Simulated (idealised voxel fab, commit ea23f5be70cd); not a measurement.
process module | voxel double patterning
cross-section cut | 155 nm wide | cells 5 nm
A cross-section is a grid of square cells, given in bands from the top down. A band is one or more rows of cells.
Each band's line starts with the height of the band's top and of its bottom, in nm. Then come its materials from left to right, each with its width in nm. One material with "throughout" fills the band from edge to edge. "air" is empty space.
Height 0 is the level under which the wafer as received is all one material. The lowest band goes on downwards, as in "0 down".
A width such as "30 to 40" changes by the same amount from each row of cells to the next, from the band's top row to its bottom row.
"no change" after a step means that no cell of the cross-section changed.
closed voids: empty space of 8 cells or more with no open way to the top, each as width x height at its distance from the left edge, in nm
after a step's settings: what the simulator itself notes on the step
overlay nm, on a step with a mask: how far to the right of its planned place the mask lay; to the left if negative
plan
1 op RECEIVE | material Si
2 op CONFORMAL_DEP | material SiO2 | thk nm 5
3 op DIRECTIONAL_DEP | material polySi | thk nm 10
4 op DIRECTIONAL_DEP | material SiN | thk nm 10
5 op MASKED_ETCH | tone open | mask id FIRST | width nm 15 | pitch nm 50 | etch materials SiN | depth nm 10 | overlay nm 0
6 op PATTERN | tone open | mask id SECOND | material resist | width nm 15 | pitch nm 50 | thk nm 15 | overlay nm 0
7 op DIRECTIONAL_ETCH | etch materials SiN | depth nm 10
8 op STRIP | etch materials resist
9 op DIRECTIONAL_ETCH | etch materials polySi | depth nm 10
10 op STRIP | etch materials SiN
first wafer, as planned
as received, after step 1
  0 down: Si throughout
  closed voids: none
after step 2
  5 to 0: SiO2 throughout
  below 0: unchanged
after step 3
  15 to 5: polySi throughout
  below 5: unchanged
after step 4
  25 to 15: SiN throughout
  below 15: unchanged
after step 5
  25 to 15: SiN 20 | air 15 | SiN 35 | air 15 | SiN 35 | air 15 | SiN 20
  below 15: unchanged
after step 6
  40 to 25: resist 45 | air 15 | resist 35 | air 15 | resist 45
  25 to 15: SiN 20 | resist 15 | SiN 35 | resist 15 | SiN 35 | resist 15 | SiN 20
  below 15: unchanged
after step 7
  40 to 25: resist 45 | air 15 | resist 35 | air 15 | resist 45
  25 to 15: SiN 20 | resist 15 | SiN 10 | air 15 | SiN 10 | resist 15 | SiN 10 | air 15 | SiN 10 | resist 15 | SiN 20
  below 15: unchanged
after step 8
  25 to 15: SiN 20 | air 15 | SiN 10 | air 15 | SiN 10 | air 15 | SiN 10 | air 15 | SiN 10 | air 15 | SiN 20
  below 15: unchanged
after step 9
  25 to 15: SiN 20 | air 15 | SiN 10 | air 15 | SiN 10 | air 15 | SiN 10 | air 15 | SiN 10 | air 15 | SiN 20
  15 to 5: polySi 20 | air 15 | polySi 10 | air 15 | polySi 10 | air 15 | polySi 10 | air 15 | polySi 10 | air 15 | polySi 20
  below 5: unchanged
after step 10
  15 to 5: polySi 20 | air 15 | polySi 10 | air 15 | polySi 10 | air 15 | polySi 10 | air 15 | polySi 10 | air 15 | polySi 20
  below 5: unchanged
second wafer: like start, like plan, one mistake. Through step 9 it matches the first wafer
when step 10 should have ended: no change
what went wrong: step 10 was left out
at the end the second wafer has, in cells: 32 more of SiN
